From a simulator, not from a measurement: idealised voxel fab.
process module | voxel fin reveal
We display cut, a cross-section 175 nm in width whose square cells are each 5 nm.
A cross-section is a grid of square cells, given in bands from the top down. A band is one or more rows of cells. Top height, bottom height, nm. Materials left to right, width each, nm. Single material + "all across" = fills band edge to edge. "air" = empty. Counting heights begins at 0, where everything beneath is, in the wafer as received, one material. The lowest band has no bottom; it goes on downwards, as "0 down" shows. A width given as "30->40" starts at the first number in the band's top row and ends at the second number in its bottom row, shifting by an equal amount at every step from row to row. You'll sometimes find "nothing different" written for a step, and that's the way of saying that nowhere in the cross-section did a cell change during that step. Entry "Closed void table". Content: empty spaces with no open connection to the top, size 8 cells or greater. Each: width x height at distance. Distance: from left edge. Unit: nm. Post-settings text on a step line: simulator's own remark regarding the step. Steps that use a mask can have "overlay nm" on their line. It says how far the mask sat to the right of where it was meant to be. Negative means to the left.
# Process steps - plan
1) RECEIVE [material Si]
2) CONFORMAL_DEP [material SiN] [thk nm 5]
3) MASKED_ETCH [tone cover] [mask id FINS] [width nm 15] [pitch nm 40] [etch materials SiN] [depth nm 5] [overlay nm 0]
4) MASKED_ETCH [tone cover] [mask id FINS] [width nm 15] [pitch nm 40] [etch materials Si] [depth nm 35] [overlay nm 0]
5) FILL_DEP [material SiO2] [thk nm 10]
6) CMP [height nm 5]
7) SELECTIVE_ETCH [etch materials SiO2] [depth nm 20]
8) STRIP [etch materials SiN]
# As-received wafer cross-section (after step 1)
    0 down  Si all across
    Closed void table: none
# Below is the wafer in cross-section after the module was completed. It began from the starting point shown above and followed the plan shown above, except that one mistake was made while running it
    0 to -15  air 40 nm, then Si 15 nm, then air 25 nm, then Si 15 nm, then air 25 nm, then Si 15 nm, then air 40 nm
    -15 to -20  SiO2 20 nm, then air 20 nm, then Si 15 nm, then air 25 nm, then Si 15 nm, then air 25 nm, then Si 15 nm, then air 20 nm, then SiO2 20 nm
    -20 to -35  SiO2 40 nm, then Si 15 nm, then SiO2 25 nm, then Si 15 nm, then SiO2 25 nm, then Si 15 nm, then SiO2 40 nm
    -35 down  Si all across
    Closed void table: none
what went wrong: step 8 occupied the plan position of step 7, and the converse holds as well
